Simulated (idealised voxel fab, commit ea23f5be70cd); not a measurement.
The process module that follows is named voxel tone inversion.
Displayed cross-section: cut, width of 275 nm, square cells sized 5 nm.
This document writes a cross-section as a grid whose cells are square, and gives it as bands, listed from the top down; one or more rows of cells form a band.
Heads up on the band format: heights come first, top then bottom, in nm. After that it's the materials left to right, each with its width in nm. A single material flagged "all across" fills the whole band edge to edge, and "empty" means there's empty space there.
Heights are measured from 0, the level below which the as-received wafer is all one material; the lowest band has no bottom and continues downward, written as in "z 0 and below".
It should be noted that a width expressed as "30->40" varies in equal increments from row to row of cells within the band, taking the value of the first number at the top row and that of the second number at the bottom row.
Take "nothing altered" at face value: in the step it is given for, the cross-section changed in none of its cells.
The label "Closed void list" introduces a list of the empty spaces, 8 cells or larger, that have no open way up to the top; each entry in it reads width x height at distance, where the distance is taken from the left edge and all three are stated in nm.
Where a step's line continues beyond its settings, the continuation is a remark by the simulator itself on that step.
A step's line can hold "overlay nm"; with a mask on that step, the setting says how far right of the planned place the mask lay, while a negative setting says it lay to the left.

## Set out below are the planned steps of the process
step 1: RECEIVE: material Si
step 2: CONFORMAL_DEP: material SiN, thk nm 10
step 3: DIRECTIONAL_DEP: material aC, thk nm 15
step 4: PATTERN: tone cover, mask id POSTS, material resist, width nm 25, pitch nm 45, thk nm 20, overlay nm 0
step 5: DIRECTIONAL_ETCH: etch materials aC, depth nm 15
step 6: STRIP: etch materials resist
step 7: FILL_DEP: material SiO2, thk nm 5
step 8: CMP: height nm 25
step 9: STRIP: etch materials aC
step 10: CONFORMAL_DEP: material TiN, thk nm 5
step 11: FILL_DEP: material Cu, thk nm 5
step 12: CMP: height nm 25
step 13: CONFORMAL_DEP: material SiN, thk nm 5

## The cross-section here shows the wafer as received, i.e. in its state after step 1
- z 0 and below | Si all across
- Closed void list: none

## Module complete, cross-section. Starting point and plan per above. One mistake made in running the module
- z 30 to 15 | SiN all across
- z 15 to 0 | aC all across
- z 0 and below | Si all across
- Closed void list: none
Diagnosis: steps 2 and 3: order swapped relative to plan
